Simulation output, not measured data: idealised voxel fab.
Process module, titled voxel capacitor over wiring
Square cells of 5 nm make up the cross-section cut, whose width is 160 nm.
This document writes a cross-section as a grid whose cells are square, and gives it as bands, listed from the top down; one or more rows of cells form a band. What a band's entry tells you: where the top is and where the bottom is, as heights in nm, and after that what lies inside, material by material from left to right, each with its width in nm. Empty space is written as the word "blank", and a single material marked with the word "throughout" occupies the band from edge to edge. We count height from 0. Below that, the starting wafer is all one material. The lowest band never ends at the bottom but goes on down; see "0 nm and below" for how that is written. Note: "30->40" means the width goes from the first number (top row of the band) to the second number (bottom row) in equal steps per row of cells. Step marked "no alterations made"? Then no cell in the cross-section changed in it. Empty spaces counting at least 8 cells and having no open way to the top are listed in "Closed void roster". The notation width x height at distance is used for each, the distance being from the left edge and all three values in nm. Whatever follows a step's settings on its line is a remark the simulator itself makes about that step. The "overlay nm" setting may appear on a step's line; for a step that uses a mask, it gives how far to the right of its planned position the mask lay, and a negative value indicates the left.
SET OUT BELOW ARE THE PLANNED STEPS OF THE PROCESS
1 RECEIVE,material Si
2 CONFORMAL_DEP,material SiO2,thk nm 10
3 DIRECTIONAL_DEP,material TiN,thk nm 5
4 DIRECTIONAL_DEP,material Ru,thk nm 15
5 MASKED_ETCH,tone cover,mask id METAL_1,width nm 20,pitch nm 90,etch materials Ru,depth nm 15,overlay nm 0
6 MASKED_ETCH,tone cover,mask id METAL_1,width nm 20,pitch nm 90,etch materials TiN,depth nm 5,overlay nm 0
7 CONFORMAL_DEP,material SiN,thk nm 5
8 FILL_DEP,material lowk,thk nm 5
9 CMP,height nm 30
10 CONFORMAL_DEP,material SiCN,thk nm 5
11 DIRECTIONAL_DEP,material lowk,thk nm 20
12 DIRECTIONAL_DEP,material aC,thk nm 10
13 PATTERN,tone open,mask id PLUG_1,material resist,width nm 15,thk nm 25,overlay nm 0
14 DIRECTIONAL_ETCH,etch materials aC,depth nm 10
15 STRIP,etch materials resist
16 DIRECTIONAL_ETCH,etch materials lowk,depth nm 20
17 DIRECTIONAL_ETCH,etch materials SiCN,depth nm 5
18 STRIP,etch materials aC
19 EPI,material Ru,thk nm 10
20 EPI,material Ru,thk nm 10
21 EPI,material Ru,thk nm 5
22 DIRECTIONAL_DEP,material TiN,thk nm 10
23 DIRECTIONAL_DEP,material Al2O3,thk nm 5
24 DIRECTIONAL_DEP,material TiN,thk nm 10
25 MASKED_ETCH,tone cover,mask id UPPER_PLATE,width nm 75,etch materials TiN,depth nm 10,overlay nm 0
26 MASKED_ETCH,tone cover,mask id UPPER_PLATE,width nm 75,etch materials Al2O3,depth nm 5,overlay nm 0
27 DIRECTIONAL_DEP,material aC,thk nm 15
28 PATTERN,tone cover,mask id LOWER_PLATE,material resist,width nm 85,thk nm 35,overlay nm 0
29 DIRECTIONAL_ETCH,etch materials aC,depth nm 15
30 STRIP,etch materials resist
31 DIRECTIONAL_ETCH,etch materials TiN,depth nm 10
32 STRIP,etch materials aC
33 FILL_DEP,material SiO2,thk nm 20
34 CMP,height nm 95
35 PATTERN,tone open,mask id PLUG_2,material resist,width nm 15,thk nm 20,overlay nm 0
36 DIRECTIONAL_ETCH,etch materials SiO2,depth nm 15
37 STRIP,etch materials resist
38 CONFORMAL_DEP,material TiN,thk nm 5
39 FILL_DEP,material Cu,thk nm 5
40 CMP,height nm 95
41 CONFORMAL_DEP,material SiCN,thk nm 5
FIRST OF TWO WAFERS, PROCESSED ACCORDING TO PLAN
INCOMING WAFER IN CROSS-SECTION (STATE: AFTER STEP 1)
0 nm and below = Si throughout
Closed void roster: none
STATE OF THE WAFER AFTER STEP 2, SHOWN IN CROSS-SECTION
10 nm to 0 nm = SiO2 throughout
All layers under 0 are left as they were.
STATE OF THE WAFER AFTER STEP 3, SHOWN IN CROSS-SECTION
15 nm to 10 nm = TiN throughout
All layers under 10 are left as they were.
STATE OF THE WAFER AFTER STEP 4, SHOWN IN CROSS-SECTION
30 nm to 15 nm = Ru throughout
All layers under 15 are left as they were.
STATE OF THE WAFER AFTER STEP 5, SHOWN IN CROSS-SECTION
30 nm to 15 nm = blank: 25; Ru: 20; blank: 70; Ru: 20; blank: 25
All layers under 15 are left as they were.
STATE OF THE WAFER AFTER STEP 6, SHOWN IN CROSS-SECTION
30 nm to 15 nm = blank: 25; Ru: 20; blank: 70; Ru: 20; blank: 25
15 nm to 10 nm = blank: 25; TiN: 20; blank: 70; TiN: 20; blank: 25
All layers under 10 are left as they were.
STATE OF THE WAFER AFTER STEP 7, SHOWN IN CROSS-SECTION
35 nm to 30 nm = blank: 20; SiN: 30; blank: 60; SiN: 30; blank: 20
30 nm to 15 nm = blank: 20; SiN: 5; Ru: 20; SiN: 5; blank: 60; SiN: 5; Ru: 20; SiN: 5; blank: 20
15 nm to 10 nm = SiN: 25; TiN: 20; SiN: 70; TiN: 20; SiN: 25
All layers under 10 are left as they were.
STATE OF THE WAFER AFTER STEP 8, SHOWN IN CROSS-SECTION
40 nm to 35 nm = lowk throughout
35 nm to 30 nm = lowk: 20; SiN: 30; lowk: 60; SiN: 30; lowk: 20
30 nm to 15 nm = lowk: 20; SiN: 5; Ru: 20; SiN: 5; lowk: 60; SiN: 5; Ru: 20; SiN: 5; lowk: 20
All layers under 15 are left as they were.
STATE OF THE WAFER AFTER STEP 9, SHOWN IN CROSS-SECTION
30 nm to 15 nm = lowk: 20; SiN: 5; Ru: 20; SiN: 5; lowk: 60; SiN: 5; Ru: 20; SiN: 5; lowk: 20
All layers under 15 are left as they were.
STATE OF THE WAFER AFTER STEP 10, SHOWN IN CROSS-SECTION
35 nm to 30 nm = SiCN throughout
All layers under 30 are left as they were.
STATE OF THE WAFER AFTER STEP 11, SHOWN IN CROSS-SECTION
55 nm to 35 nm = lowk throughout
All layers under 35 are left as they were.
STATE OF THE WAFER AFTER STEP 12, SHOWN IN CROSS-SECTION
65 nm to 55 nm = aC throughout
All layers under 55 are left as they were.
STATE OF THE WAFER AFTER STEP 13, SHOWN IN CROSS-SECTION
90 nm to 65 nm = resist: 30; blank: 15; resist: 115
All layers under 65 are left as they were.
STATE OF THE WAFER AFTER STEP 14, SHOWN IN CROSS-SECTION
80 nm to 65 nm = resist: 30; blank: 15; resist: 115
65 nm to 55 nm = aC: 30; blank: 15; aC: 115
All layers under 55 are left as they were.
STATE OF THE WAFER AFTER STEP 15, SHOWN IN CROSS-SECTION
65 nm to 55 nm = aC: 30; blank: 15; aC: 115
All layers under 55 are left as they were.
STATE OF THE WAFER AFTER STEP 16, SHOWN IN CROSS-SECTION
65 nm to 55 nm = aC: 30; blank: 15; aC: 115
55 nm to 35 nm = lowk: 30; blank: 15; lowk: 115
All layers under 35 are left as they were.
STATE OF THE WAFER AFTER STEP 17, SHOWN IN CROSS-SECTION
65 nm to 55 nm = aC: 30; blank: 15; aC: 115
55 nm to 35 nm = lowk: 30; blank: 15; lowk: 115
35 nm to 30 nm = SiCN: 30; blank: 15; SiCN: 115
All layers under 30 are left as they were.
STATE OF THE WAFER AFTER STEP 18, SHOWN IN CROSS-SECTION
55 nm to 35 nm = lowk: 30; blank: 15; lowk: 115
All layers under 35 are left as they were.
STATE OF THE WAFER AFTER STEP 19, SHOWN IN CROSS-SECTION
55 nm to 40 nm = lowk: 30; blank: 15; lowk: 115
40 nm to 35 nm = lowk: 30; Ru: 15; lowk: 115
35 nm to 30 nm = SiCN: 30; Ru: 15; SiCN: 115
All layers under 30 are left as they were.
STATE OF THE WAFER AFTER STEP 20, SHOWN IN CROSS-SECTION
55 nm to 50 nm = lowk: 30; blank: 15; lowk: 115
50 nm to 35 nm = lowk: 30; Ru: 15; lowk: 115
All layers under 35 are left as they were.
STATE OF THE WAFER AFTER STEP 21, SHOWN IN CROSS-SECTION
55 nm to 35 nm = lowk: 30; Ru: 15; lowk: 115
All layers under 35 are left as they were.
STATE OF THE WAFER AFTER STEP 22, SHOWN IN CROSS-SECTION
65 nm to 55 nm = TiN throughout
All layers under 55 are left as they were.
STATE OF THE WAFER AFTER STEP 23, SHOWN IN CROSS-SECTION
70 nm to 65 nm = Al2O3 throughout
All layers under 65 are left as they were.
STATE OF THE WAFER AFTER STEP 24, SHOWN IN CROSS-SECTION
80 nm to 70 nm = TiN throughout
All layers under 70 are left as they were.
STATE OF THE WAFER AFTER STEP 25, SHOWN IN CROSS-SECTION
80 nm to 70 nm = blank: 30; TiN: 75; blank: 55
All layers under 70 are left as they were.
STATE OF THE WAFER AFTER STEP 26, SHOWN IN CROSS-SECTION
80 nm to 70 nm = blank: 30; TiN: 75; blank: 55
70 nm to 65 nm = blank: 30; Al2O3: 75; blank: 55
All layers under 65 are left as they were.
STATE OF THE WAFER AFTER STEP 27, SHOWN IN CROSS-SECTION
95 nm to 80 nm = blank: 30; aC: 75; blank: 55
80 nm to 70 nm = aC: 30; TiN: 75; aC: 55
70 nm to 65 nm = aC: 30; Al2O3: 75; aC: 55
All layers under 65 are left as they were.
STATE OF THE WAFER AFTER STEP 28, SHOWN IN CROSS-SECTION
130 nm to 95 nm = blank: 25; resist: 85; blank: 50
95 nm to 80 nm = blank: 25; resist: 5; aC: 75; resist: 5; blank: 50
All layers under 80 are left as they were.
STATE OF THE WAFER AFTER STEP 29, SHOWN IN CROSS-SECTION
115 nm to 95 nm = blank: 25; resist: 85; blank: 50
95 nm to 80 nm = blank: 25; resist: 5; aC: 75; resist: 5; blank: 50
80 nm to 70 nm = blank: 25; aC: 5; TiN: 75; aC: 5; blank: 50
70 nm to 65 nm = blank: 25; aC: 5; Al2O3: 75; aC: 5; blank: 50
All layers under 65 are left as they were.
STATE OF THE WAFER AFTER STEP 30, SHOWN IN CROSS-SECTION
95 nm to 80 nm = blank: 30; aC: 75; blank: 55
All layers under 80 are left as they were.
STATE OF THE WAFER AFTER STEP 31, SHOWN IN CROSS-SECTION
95 nm to 80 nm = blank: 30; aC: 75; blank: 55
80 nm to 70 nm = blank: 25; aC: 5; TiN: 75; aC: 5; blank: 50
70 nm to 65 nm = blank: 25; aC: 5; Al2O3: 75; aC: 5; blank: 50
65 nm to 55 nm = blank: 25; TiN: 85; blank: 50
All layers under 55 are left as they were.
STATE OF THE WAFER AFTER STEP 32, SHOWN IN CROSS-SECTION
80 nm to 70 nm = blank: 30; TiN: 75; blank: 55
70 nm to 65 nm = blank: 30; Al2O3: 75; blank: 55
All layers under 65 are left as they were.
STATE OF THE WAFER AFTER STEP 33, SHOWN IN CROSS-SECTION
100 nm to 80 nm = SiO2 throughout
80 nm to 70 nm = SiO2: 30; TiN: 75; SiO2: 55
70 nm to 65 nm = SiO2: 30; Al2O3: 75; SiO2: 55
65 nm to 55 nm = SiO2: 25; TiN: 85; SiO2: 50
All layers under 55 are left as they were.
STATE OF THE WAFER AFTER STEP 34, SHOWN IN CROSS-SECTION
95 nm to 80 nm = SiO2 throughout
All layers under 80 are left as they were.
STATE OF THE WAFER AFTER STEP 35, SHOWN IN CROSS-SECTION
115 nm to 95 nm = resist: 40; blank: 15; resist: 105
All layers under 95 are left as they were.
STATE OF THE WAFER AFTER STEP 36, SHOWN IN CROSS-SECTION
115 nm to 95 nm = resist: 40; blank: 15; resist: 105
95 nm to 80 nm = SiO2: 40; blank: 15; SiO2: 105
All layers under 80 are left as they were.
STATE OF THE WAFER AFTER STEP 37, SHOWN IN CROSS-SECTION
95 nm to 80 nm = SiO2: 40; blank: 15; SiO2: 105
All layers under 80 are left as they were.
STATE OF THE WAFER AFTER STEP 38, SHOWN IN CROSS-SECTION
100 nm to 95 nm = TiN: 45; blank: 5; TiN: 110
95 nm to 85 nm = SiO2: 40; TiN: 5; blank: 5; TiN: 5; SiO2: 105
85 nm to 80 nm = SiO2: 40; TiN: 15; SiO2: 105
All layers under 80 are left as they were.
STATE OF THE WAFER AFTER STEP 39, SHOWN IN CROSS-SECTION
105 nm to 100 nm = Cu throughout
100 nm to 95 nm = TiN: 45; Cu: 5; TiN: 110
95 nm to 85 nm = SiO2: 40; TiN: 5; Cu: 5; TiN: 5; SiO2: 105
All layers under 85 are left as they were.
STATE OF THE WAFER AFTER STEP 40, SHOWN IN CROSS-SECTION
95 nm to 85 nm = SiO2: 40; TiN: 5; Cu: 5; TiN: 5; SiO2: 105
All layers under 85 are left as they were.
STATE OF THE WAFER AFTER STEP 41, SHOWN IN CROSS-SECTION
100 nm to 95 nm = SiCN throughout
All layers under 95 are left as they were.
WHAT FOLLOWS CONCERNS THE SECOND WAFER, WHICH STARTED OUT LIKE THE FIRST AND WAS MEANT TO FOLLOW THE VERY SAME PLAN; ONE MISTAKE CREPT IN WHEN IT WAS RUN, BUT EVERYTHING UP TO AND INCLUDING STEP 27 IS THE SAME AS FOR THE FIRST WAFER
HERE IS THE SECOND WAFER IN CROSS-SECTION AT THE POINT WHERE STEP 28 OF THE PLAN SHOULD HAVE BEEN DONE
130 nm to 95 nm = blank: 30; resist: 85; blank: 45
95 nm to 80 nm = blank: 30; aC: 75; resist: 10; blank: 45
All layers under 80 are left as they were.
HERE IS THE SECOND WAFER IN CROSS-SECTION AT THE POINT WHERE STEP 29 OF THE PLAN SHOULD HAVE BEEN DONE
115 nm to 95 nm = blank: 30; resist: 85; blank: 45
95 nm to 80 nm = blank: 30; aC: 75; resist: 10; blank: 45
80 nm to 70 nm = blank: 30; TiN: 75; aC: 10; blank: 45
70 nm to 65 nm = blank: 30; Al2O3: 75; aC: 10; blank: 45
All layers under 65 are left as they were.
HERE IS THE SECOND WAFER IN CROSS-SECTION AT THE POINT WHERE STEP 30 OF THE PLAN SHOULD HAVE BEEN DONE
95 nm to 80 nm = blank: 30; aC: 75; blank: 55
All layers under 80 are left as they were.
HERE IS THE SECOND WAFER IN CROSS-SECTION AT THE POINT WHERE STEP 31 OF THE PLAN SHOULD HAVE BEEN DONE
95 nm to 80 nm = blank: 30; aC: 75; blank: 55
80 nm to 70 nm = blank: 30; TiN: 75; aC: 10; blank: 45
70 nm to 65 nm = blank: 30; Al2O3: 75; aC: 10; blank: 45
65 nm to 55 nm = blank: 30; TiN: 85; blank: 45
All layers under 55 are left as they were.
HERE IS THE SECOND WAFER IN CROSS-SECTION AT THE POINT WHERE STEP 32 OF THE PLAN SHOULD HAVE BEEN DONE
80 nm to 70 nm = blank: 30; TiN: 75; blank: 55
70 nm to 65 nm = blank: 30; Al2O3: 75; blank: 55
All layers under 65 are left as they were.
HERE IS THE SECOND WAFER IN CROSS-SECTION AT THE POINT WHERE STEP 33 OF THE PLAN SHOULD HAVE BEEN DONE
100 nm to 80 nm = SiO2 throughout
80 nm to 70 nm = SiO2: 30; TiN: 75; SiO2: 55
70 nm to 65 nm = SiO2: 30; Al2O3: 75; SiO2: 55
65 nm to 55 nm = SiO2: 30; TiN: 85; SiO2: 45
All layers under 55 are left as they were.
HERE IS THE SECOND WAFER IN CROSS-SECTION AT THE POINT WHERE STEP 34 OF THE PLAN SHOULD HAVE BEEN DONE
95 nm to 80 nm = SiO2 throughout
All layers under 80 are left as they were.
HERE IS THE SECOND WAFER IN CROSS-SECTION AT THE POINT WHERE STEP 35 OF THE PLAN SHOULD HAVE BEEN DONE
115 nm to 95 nm = resist: 40; blank: 15; resist: 105
All layers under 95 are left as they were.
HERE IS THE SECOND WAFER IN CROSS-SECTION AT THE POINT WHERE STEP 36 OF THE PLAN SHOULD HAVE BEEN DONE
115 nm to 95 nm = resist: 40; blank: 15; resist: 105
95 nm to 80 nm = SiO2: 40; blank: 15; SiO2: 105
All layers under 80 are left as they were.
HERE IS THE SECOND WAFER IN CROSS-SECTION AT THE POINT WHERE STEP 37 OF THE PLAN SHOULD HAVE BEEN DONE
95 nm to 80 nm = SiO2: 40; blank: 15; SiO2: 105
All layers under 80 are left as they were.
HERE IS THE SECOND WAFER IN CROSS-SECTION AT THE POINT WHERE STEP 38 OF THE PLAN SHOULD HAVE BEEN DONE
100 nm to 95 nm = TiN: 45; blank: 5; TiN: 110
95 nm to 85 nm = SiO2: 40; TiN: 5; blank: 5; TiN: 5; SiO2: 105
85 nm to 80 nm = SiO2: 40; TiN: 15; SiO2: 105
All layers under 80 are left as they were.
HERE IS THE SECOND WAFER IN CROSS-SECTION AT THE POINT WHERE STEP 39 OF THE PLAN SHOULD HAVE BEEN DONE
105 nm to 100 nm = Cu throughout
100 nm to 95 nm = TiN: 45; Cu: 5; TiN: 110
95 nm to 85 nm = SiO2: 40; TiN: 5; Cu: 5; TiN: 5; SiO2: 105
All layers under 85 are left as they were.
HERE IS THE SECOND WAFER IN CROSS-SECTION AT THE POINT WHERE STEP 40 OF THE PLAN SHOULD HAVE BEEN DONE
95 nm to 85 nm = SiO2: 40; TiN: 5; Cu: 5; TiN: 5; SiO2: 105
All layers under 85 are left as they were.
HERE IS THE SECOND WAFER IN CROSS-SECTION AT THE POINT WHERE STEP 41 OF THE PLAN SHOULD HAVE BEEN DONE
100 nm to 95 nm = SiCN throughout
All layers under 95 are left as they were.
What was done differently from what was planned? step 28: run off-plan, actual operation and settings PATTERN,tone cover,mask id LOWER_PLATE,material resist,width nm 85,thk nm 35,overlay nm 5
At the end, the second wafer has the same number of cells of each material as the first, but those cells sit in other places.
